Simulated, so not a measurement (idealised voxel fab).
process module | voxel double patterning
cross-section cut | 280 nm wide | cells 5 nm
A cross-section is a grid of square cells, given in bands from the top down. A band is one or more rows of cells.
Each band's line starts with the height of the band's top and of its bottom, in nm. Then come its materials from left to right, each with its width in nm. One material with "throughout" fills the band from edge to edge. "air" is empty space.
Height 0 is the level under which the wafer as received is all one material. The lowest band goes on downwards, as in "0 down".
A width such as "30 to 40" changes by the same amount from each row of cells to the next, from the band's top row to its bottom row.
"no change" after a step means that no cell of the cross-section changed.
closed voids: empty space of 8 cells or more with no open way to the top, each as width x height at its distance from the left edge, in nm
after a step's settings: what the simulator itself notes on the step
overlay nm, on a step with a mask: how far to the right of its planned place the mask lay; to the left if negative
Each pair below shows a cross-section before one step and the cross-section after it, down to the lowest band that changed. The line under each pair gives the step between them, with its settings. The pairs can come from different runs of this module on the same starting wafer, so a pair continues from the pair above only where its "before" says so.
before
  0 down: Si throughout
  closed voids: none
after
  10 to 0: SiN throughout
  below 0: unchanged
  closed voids: none
the step between: op CONFORMAL_DEP | material SiN | thk nm 10
before: the cross-section after the pair above
after
  30 to 10: SiO2 throughout
  below 10: unchanged
  closed voids: none
the step between: op DIRECTIONAL_DEP | material SiO2 | thk nm 20
before: the cross-section after the pair above
after
  40 to 30: SiCN throughout
  below 30: unchanged
  closed voids: none
the step between: op DIRECTIONAL_DEP | material SiCN | thk nm 10
before: the cross-section after the pair above
after
  40 to 30: SiCN 80 | air 15 | SiCN 35 | air 15 | SiCN 35 | air 15 | SiCN 85
  below 30: unchanged
  closed voids: none
the step between: op MASKED_ETCH | tone open | mask id FIRST | width nm 15 | pitch nm 50 | etch materials SiCN | depth nm 10 | overlay nm 0
before: the cross-section after the pair above
after
  40 to 30: SiCN 80 | air 15 | SiCN 10 | air 15 | SiCN 10 | air 15 | SiCN 10 | air 15 | SiCN 10 | air 15 | SiCN 85
  below 30: unchanged
  closed voids: none
the step between: op MASKED_ETCH | tone open | mask id SECOND | width nm 15 | pitch nm 50 | etch materials SiCN | depth nm 10 | overlay nm 0
before: the cross-section after the pair above
after
  40 to 30: SiCN 80 | air 15 | SiCN 10 | air 15 | SiCN 10 | air 15 | SiCN 10 | air 15 | SiCN 10 | air 15 | SiCN 85
  30 to 10: SiO2 80 | air 15 | SiO2 10 | air 15 | SiO2 10 | air 15 | SiO2 10 | air 15 | SiO2 10 | air 15 | SiO2 85
  below 10: unchanged
  closed voids: none
the step between: op DIRECTIONAL_ETCH | etch materials SiO2 | depth nm 20
before: the cross-section after the pair above
after
  30 to 10: SiO2 80 | air 15 | SiO2 10 | air 15 | SiO2 10 | air 15 | SiO2 10 | air 15 | SiO2 10 | air 15 | SiO2 85
  below 10: unchanged
  closed voids: none
the step between: op STRIP | etch materials SiCN
before
  0 down: Si throughout
  closed voids: none
after
  20 to 0: SiO2 throughout
  below 0: unchanged
  closed voids: none
the step between: op DIRECTIONAL_DEP | material SiO2 | thk nm 20
before: the cross-section after the pair above
after
  30 to 20: SiCN throughout
  below 20: unchanged
  closed voids: none
the step between: op DIRECTIONAL_DEP | material SiCN | thk nm 10
before: the cross-section after the pair above
after
  30 to 20: SiCN 80 | air 15 | SiCN 35 | air 15 | SiCN 35 | air 15 | SiCN 85
  below 20: unchanged
  closed voids: none
the step between: op MASKED_ETCH | tone open | mask id FIRST | width nm 15 | pitch nm 50 | etch materials SiCN | depth nm 10 | overlay nm 0
before: the cross-section after the pair above
after
  30 to 20: SiCN 80 | air 15 | SiCN 10 | air 15 | SiCN 10 | air 15 | SiCN 10 | air 15 | SiCN 10 | air 15 | SiCN 85
  below 20: unchanged
  closed voids: none
the step between: op MASKED_ETCH | tone open | mask id SECOND | width nm 15 | pitch nm 50 | etch materials SiCN | depth nm 10 | overlay nm 0
before: the cross-section after the pair above
after
  30 to 20: SiCN 80 | air 15 | SiCN 10 | air 15 | SiCN 10 | air 15 | SiCN 10 | air 15 | SiCN 10 | air 15 | SiCN 85
  20 to 0: SiO2 80 | air 15 | SiO2 10 | air 15 | SiO2 10 | air 15 | SiO2 10 | air 15 | SiO2 10 | air 15 | SiO2 85
  below 0: unchanged
  closed voids: none
the step between: op DIRECTIONAL_ETCH | etch materials SiO2 | depth nm 20
before: the cross-section after the pair above
after
  20 to 0: SiO2 80 | air 15 | SiO2 10 | air 15 | SiO2 10 | air 15 | SiO2 10 | air 15 | SiO2 10 | air 15 | SiO2 85
  below 0: unchanged
  closed voids: none
the step between: op STRIP | etch materials SiCN
before
  30 to 10: SiO2 throughout
  10 to 0: SiN throughout
  0 down: Si throughout
  closed voids: none
after
  50 to 10: SiO2 throughout
  below 10: unchanged
  closed voids: none
the step between: op DIRECTIONAL_DEP | material SiO2 | thk nm 20
before: the cross-section after the pair above
after
  60 to 50: SiCN throughout
  below 50: unchanged
  closed voids: none
the step between: op DIRECTIONAL_DEP | material SiCN | thk nm 10
before: the cross-section after the pair above
after
  60 to 50: SiCN 80 | air 15 | SiCN 35 | air 15 | SiCN 35 | air 15 | SiCN 85
  below 50: unchanged
  closed voids: none
the step between: op MASKED_ETCH | tone open | mask id FIRST | width nm 15 | pitch nm 50 | etch materials SiCN | depth nm 10 | overlay nm 0
before: the cross-section after the pair above
after
  60 to 50: SiCN 80 | air 15 | SiCN 10 | air 15 | SiCN 10 | air 15 | SiCN 10 | air 15 | SiCN 10 | air 15 | SiCN 85
  below 50: unchanged
  closed voids: none
the step between: op MASKED_ETCH | tone open | mask id SECOND | width nm 15 | pitch nm 50 | etch materials SiCN | depth nm 10 | overlay nm 0
before: the cross-section after the pair above
after
  60 to 50: SiCN 80 | air 15 | SiCN 10 | air 15 | SiCN 10 | air 15 | SiCN 10 | air 15 | SiCN 10 | air 15 | SiCN 85
  50 to 30: SiO2 80 | air 15 | SiO2 10 | air 15 | SiO2 10 | air 15 | SiO2 10 | air 15 | SiO2 10 | air 15 | SiO2 85
  below 30: unchanged
  closed voids: none
the step between: op DIRECTIONAL_ETCH | etch materials SiO2 | depth nm 20
before: the cross-section after the pair above
after
  50 to 30: SiO2 80 | air 15 | SiO2 10 | air 15 | SiO2 10 | air 15 | SiO2 10 | air 15 | SiO2 10 | air 15 | SiO2 85
  below 30: unchanged
  closed voids: none
the step between: op STRIP | etch materials SiCN
before
  20 to 0: SiO2 throughout
  0 down: Si throughout
  closed voids: none
after
  30 to 20: SiN throughout
  below 20: unchanged
  closed voids: none
the step between: op CONFORMAL_DEP | material SiN | thk nm 10
before: the cross-section after the pair above
after
  40 to 30: SiCN throughout
  below 30: unchanged
  closed voids: none
the step between: op DIRECTIONAL_DEP | material SiCN | thk nm 10
before: the cross-section after the pair above
after
  40 to 30: SiCN 80 | air 15 | SiCN 35 | air 15 | SiCN 35 | air 15 | SiCN 85
  below 30: unchanged
  closed voids: none
the step between: op MASKED_ETCH | tone open | mask id FIRST | width nm 15 | pitch nm 50 | etch materials SiCN | depth nm 10 | overlay nm 0
before: the cross-section after the pair above
after
  40 to 30: SiCN 80 | air 15 | SiCN 10 | air 15 | SiCN 10 | air 15 | SiCN 10 | air 15 | SiCN 10 | air 15 | SiCN 85
  below 30: unchanged
  closed voids: none
the step between: op MASKED_ETCH | tone open | mask id SECOND | width nm 15 | pitch nm 50 | etch materials SiCN | depth nm 10 | overlay nm 0
before: the cross-section after the pair above
after
  30 to 20: SiN throughout
  below 20: unchanged
  closed voids: none
the step between: op STRIP | etch materials SiCN
before
  40 to 30: SiCN 80 | air 15 | SiCN 10 | air 15 | SiCN 10 | air 15 | SiCN 10 | air 15 | SiCN 10 | air 15 | SiCN 85
  30 to 10: SiO2 throughout
  10 to 0: SiN throughout
  0 down: Si throughout
  closed voids: none
after
  40 to 30: SiCN 80 | air 15 | SiCN 10 | air 15 | SiCN 10 | air 15 | SiCN 10 | air 15 | SiCN 10 | air 15 | SiCN 85
  30 to 20: SiO2 80 | air 15 | SiO2 10 | air 15 | SiO2 10 | air 15 | SiO2 10 | air 15 | SiO2 10 | air 15 | SiO2 85
  below 20: unchanged
  closed voids: none
the step between: op DIRECTIONAL_ETCH | etch materials SiO2 | depth nm 10
before: the cross-section after the pair above
after
  30 to 20: SiO2 80 | air 15 | SiO2 10 | air 15 | SiO2 10 | air 15 | SiO2 10 | air 15 | SiO2 10 | air 15 | SiO2 85
  below 20: unchanged
  closed voids: none
the step between: op STRIP | etch materials SiCN
before
  40 to 30: SiCN throughout
  30 to 10: SiO2 throughout
  10 to 0: SiN throughout
  0 down: Si throughout
  closed voids: none
after
  40 to 30: SiCN 80 | air 20 | SiCN 30 | air 20 | SiCN 30 | air 20 | SiCN 80
  below 30: unchanged
  closed voids: none
the step between: op MASKED_ETCH | tone open | mask id FIRST | width nm 20 | pitch nm 50 | etch materials SiCN | depth nm 10 | overlay nm 0
before: the cross-section after the pair above
after
  40 to 30: SiCN 80 | air 20 | SiCN 5 | air 15 | SiCN 10 | air 20 | SiCN 5 | air 15 | SiCN 10 | air 20 | SiCN 80
  below 30: unchanged
  closed voids: none
the step between: op MASKED_ETCH | tone open | mask id SECOND | width nm 15 | pitch nm 50 | etch materials SiCN | depth nm 10 | overlay nm 0
before: the cross-section after the pair above
after
  40 to 30: SiCN 80 | air 20 | SiCN 5 | air 15 | SiCN 10 | air 20 | SiCN 5 | air 15 | SiCN 10 | air 20 | SiCN 80
  30 to 10: SiO2 80 | air 20 | SiO2 5 | air 15 | SiO2 10 | air 20 | SiO2 5 | air 15 | SiO2 10 | air 20 | SiO2 80
  below 10: unchanged
  closed voids: none
the step between: op DIRECTIONAL_ETCH | etch materials SiO2 | depth nm 20
before: the cross-section after the pair above
after
  30 to 10: SiO2 80 | air 20 | SiO2 5 | air 15 | SiO2 10 | air 20 | SiO2 5 | air 15 | SiO2 10 | air 20 | SiO2 80
  below 10: unchanged
  closed voids: none
the step between: op STRIP | etch materials SiCN
before
  40 to 30: SiCN throughout
  30 to 10: SiO2 throughout
  10 to 0: SiN throughout
  0 down: Si throughout
  closed voids: none
after
  40 to 30: SiCN 85 | air 15 | SiCN 35 | air 15 | SiCN 35 | air 15 | SiCN 80
  below 30: unchanged
  closed voids: none
the step between: op MASKED_ETCH | tone open | mask id FIRST | width nm 15 | pitch nm 50 | etch materials SiCN | depth nm 10 | overlay nm 5
before: the cross-section after the pair above
after
  40 to 30: SiCN 85 | air 15 | SiCN 5 | air 15 | SiCN 15 | air 15 | SiCN 5 | air 15 | SiCN 15 | air 15 | SiCN 80
  below 30: unchanged
  closed voids: none
the step between: op MASKED_ETCH | tone open | mask id SECOND | width nm 15 | pitch nm 50 | etch materials SiCN | depth nm 10 | overlay nm 0
before: the cross-section after the pair above
after
  40 to 30: SiCN 85 | air 15 | SiCN 5 | air 15 | SiCN 15 | air 15 | SiCN 5 | air 15 | SiCN 15 | air 15 | SiCN 80
  30 to 10: SiO2 85 | air 15 | SiO2 5 | air 15 | SiO2 15 | air 15 | SiO2 5 | air 15 | SiO2 15 | air 15 | SiO2 80
  below 10: unchanged
  closed voids: none
the step between: op DIRECTIONAL_ETCH | etch materials SiO2 | depth nm 20
before: the cross-section after the pair above
after
  30 to 10: SiO2 85 | air 15 | SiO2 5 | air 15 | SiO2 15 | air 15 | SiO2 5 | air 15 | SiO2 15 | air 15 | SiO2 80
  below 10: unchanged
  closed voids: none
the step between: op STRIP | etch materials SiCN
before
  10 to 0: SiN throughout
  0 down: Si throughout
  closed voids: none
after
  30 to 0: SiN throughout
  below 0: unchanged
  closed voids: none
the step between: op DIRECTIONAL_DEP | material SiN | thk nm 20
before: the cross-section after the pair above
after
  40 to 30: SiCN throughout
  below 30: unchanged
  closed voids: none
the step between: op DIRECTIONAL_DEP | material SiCN | thk nm 10
before: the cross-section after the pair above
after
  40 to 30: SiCN 80 | air 15 | SiCN 35 | air 15 | SiCN 35 | air 15 | SiCN 85
  below 30: unchanged
  closed voids: none
the step between: op MASKED_ETCH | tone open | mask id FIRST | width nm 15 | pitch nm 50 | etch materials SiCN | depth nm 10 | overlay nm 0
before: the cross-section after the pair above
after
  40 to 30: SiCN 80 | air 15 | SiCN 10 | air 15 | SiCN 10 | air 15 | SiCN 10 | air 15 | SiCN 10 | air 15 | SiCN 85
  below 30: unchanged
  closed voids: none
the step between: op MASKED_ETCH | tone open | mask id SECOND | width nm 15 | pitch nm 50 | etch materials SiCN | depth nm 10 | overlay nm 0
before: the cross-section after the pair above
after
  30 to 0: SiN throughout
  below 0: unchanged
  closed voids: none
the step between: op STRIP | etch materials SiCN
before
  40 to 30: SiCN throughout
  30 to 10: SiO2 throughout
  10 to 0: SiN throughout
  0 down: Si throughout
  closed voids: none
after
  40 to 30: air 80 | SiCN 15 | air 35 | SiCN 15 | air 35 | SiCN 15 | air 85
  below 30: unchanged
  closed voids: none
the step between: op MASKED_ETCH | tone cover | mask id FIRST | width nm 15 | pitch nm 50 | etch materials SiCN | depth nm 10 | overlay nm 0
before: the cross-section after the pair above
after
  40 to 30: air 80 | SiCN 15 | air 35 | SiCN 15 | air 35 | SiCN 15 | air 85
  30 to 10: air 80 | SiO2 15 | air 35 | SiO2 15 | air 35 | SiO2 15 | air 85
  below 10: unchanged
  closed voids: none
the step between: op DIRECTIONAL_ETCH | etch materials SiO2 | depth nm 20
before: the cross-section after the pair above
after
  30 to 10: air 80 | SiO2 15 | air 35 | SiO2 15 | air 35 | SiO2 15 | air 85
  below 10: unchanged
  closed voids: none
the step between: op STRIP | etch materials SiCN
